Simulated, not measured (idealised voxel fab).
The following process module bears the name voxel transistor to metal.
cross-section cut | 185 nm wide | cells 5 nm
For the purposes of this document, a cross-section shall be understood as a grid of square cells, specified as bands listed in top-to-bottom order, each band consisting of one or more rows of cells. Band: top height; bottom height; in nm. Then, left to right: material with width in nm, for each material. "full width": a single material spanning edge to edge. "blank": empty space. Ref level 0: as-received wafer is one material below here. Bottom band extends down with no lower bound ("top 0, no bottom"). Width "30->40": first value at the band's top row of cells, second value at its bottom row, equal change from row to row. When a step is marked "identical to before", none of the cells in the cross-section changed during that step. Any empty space of 8 cells or more lacking an open way to the top shows up in "Closed void list" as width x height at distance, distance from the left edge, in nm. Heads up: the bit after the settings on a step's line is the simulator's remark on that step. "overlay nm" on a masked step: distance the mask lay right of its planned place, negative for left.
**Planned process steps**
1: RECEIVE, material Si
2: CONFORMAL_DEP, material SiO2, thk nm 5
3: CONFORMAL_DEP, material SiN, thk nm 10
4: MASKED_ETCH, tone cover, mask id ACTIVE, width nm 120, etch materials SiN, depth nm 10, overlay nm 0
5: MASKED_ETCH, tone cover, mask id ACTIVE, width nm 120, etch materials SiO2, depth nm 5, overlay nm 0
6: MASKED_ETCH, tone cover, mask id ACTIVE, width nm 120, etch materials Si, depth nm 20, overlay nm 0
7: OXIDIZE, depth nm 5
8: FILL_DEP, material SiO2, thk nm 5
9: CMP, height nm 15
10: SELECTIVE_ETCH, etch materials SiO2, depth nm 10
11: STRIP, etch materials SiN
12: SELECTIVE_ETCH, etch materials SiO2, depth nm 5
13: OXIDIZE, depth nm 5
14: DIRECTIONAL_DEP, material polySi, thk nm 25
15: DIRECTIONAL_DEP, material SiCN, thk nm 10
16: MASKED_ETCH, tone cover, mask id GATE, width nm 30, etch materials SiCN, depth nm 20, overlay nm 0
17: MASKED_ETCH, tone cover, mask id GATE, width nm 30, etch materials polySi, depth nm 35, overlay nm 0
18: CONFORMAL_DEP, material SiO2, thk nm 5
19: DIRECTIONAL_ETCH, etch materials SiO2, depth nm 5
20: CONFORMAL_DEP, material SiN, thk nm 5
21: DIRECTIONAL_ETCH, etch materials SiN, depth nm 5
22: DIRECTIONAL_ETCH, etch materials SiO2, depth nm 5
23: DIRECTIONAL_ETCH, etch materials Si, depth nm 15
24: EPI, material SiGe, thk nm 20
25: FILL_DEP, material SiO2, thk nm 10
26: CMP, height nm 25
27: STRIP, etch materials polySi
28: SELECTIVE_ETCH, etch materials SiO2, depth nm 5
29: CONFORMAL_DEP, material HfO2, thk nm 5
30: CONFORMAL_DEP, material TiN, thk nm 5
31: FILL_DEP, material W, thk nm 10
32: CMP, height nm 20
33: DIRECTIONAL_DEP, material SiO2, thk nm 10
34: DIRECTIONAL_DEP, material aC, thk nm 10
35: PATTERN, tone open, mask id CONTACT, material resist, width nm 20, pitch nm 90, thk nm 25, overlay nm 0
36: DIRECTIONAL_ETCH, etch materials aC, depth nm 10
37: STRIP, etch materials resist
38: DIRECTIONAL_ETCH, etch materials SiO2, depth nm 30
39: STRIP, etch materials aC
40: CONFORMAL_DEP, material TiN, thk nm 5
41: FILL_DEP, material Ru, thk nm 5
42: CMP, height nm 30
43: CONFORMAL_DEP, material SiCN, thk nm 5
44: DIRECTIONAL_DEP, material lowk, thk nm 25
45: DIRECTIONAL_DEP, material aC, thk nm 15
46: PATTERN, tone open, mask id METAL_1, material resist, width nm 20, pitch nm 90, thk nm 35, overlay nm 0
47: DIRECTIONAL_ETCH, etch materials aC, depth nm 15
48: STRIP, etch materials resist
49: DIRECTIONAL_ETCH, etch materials lowk, depth nm 25
50: DIRECTIONAL_ETCH, etch materials SiCN, depth nm 5
51: STRIP, etch materials aC
52: CONFORMAL_DEP, material TiN, thk nm 5
53: FILL_DEP, material Ru, thk nm 5
54: CMP, height nm 60
55: CONFORMAL_DEP, material SiCN, thk nm 5
**So this is the incoming wafer in cross-section - it's already been through step 1**
    top 0, no bottom = Si full width
    Closed void list: none
**Post-module cross-section: identical start and plan to those above, one misstep in execution**
    top 65, bottom 60 = SiCN full width
    top 60, bottom 35 = 30 lowk | 5 TiN | 20 Ru | 5 TiN | 60 lowk | 5 TiN | 20 Ru | 5 TiN | 35 lowk
    top 35, bottom 30 = 30 SiCN | 30 TiN | 60 SiCN | 30 TiN | 35 SiCN
    top 30, bottom 20 = 35 SiO2 | 5 TiN | 10 Ru | 5 TiN | 70 SiO2 | 5 TiN | 10 Ru | 5 TiN | 40 SiO2
    top 20, bottom 15 = 35 SiO2 | 20 TiN | 10 SiO2 | 5 SiN | 5 HfO2 | 5 TiN | 20 W | 5 TiN | 5 HfO2 | 5 SiN | 10 SiO2 | 20 TiN | 40 SiO2
    top 15, bottom 5 = 35 SiO2 | 10 TiN | 20 SiGe | 5 SiN | 5 HfO2 | 5 TiN | 20 W | 5 TiN | 5 HfO2 | 5 SiN | 20 SiGe | 10 TiN | 40 SiO2
    top 5, bottom 0 = 35 SiO2 | 10 TiN | 20 SiGe | 5 SiN | 5 HfO2 | 30 TiN | 5 HfO2 | 5 SiN | 20 SiGe | 10 TiN | 40 SiO2
    top 0, bottom -5 = 30 SiO2 | 35 SiGe | 5 SiO2 | 40 HfO2 | 5 SiO2 | 35 SiGe | 35 SiO2
    top -5, bottom -20 = 35 SiO2 | 30 SiGe | 50 Si | 30 SiGe | 40 SiO2
    top -20, bottom -25 = 35 SiO2 | 110 Si | 40 SiO2
    top -25, no bottom = Si full width
    Closed void list: none
What went wrong in running the wafer? contrary to plan, step 46 was performed as PATTERN, tone open, mask id METAL_1, material resist, width nm 30, pitch nm 90, thk nm 35, overlay nm 0
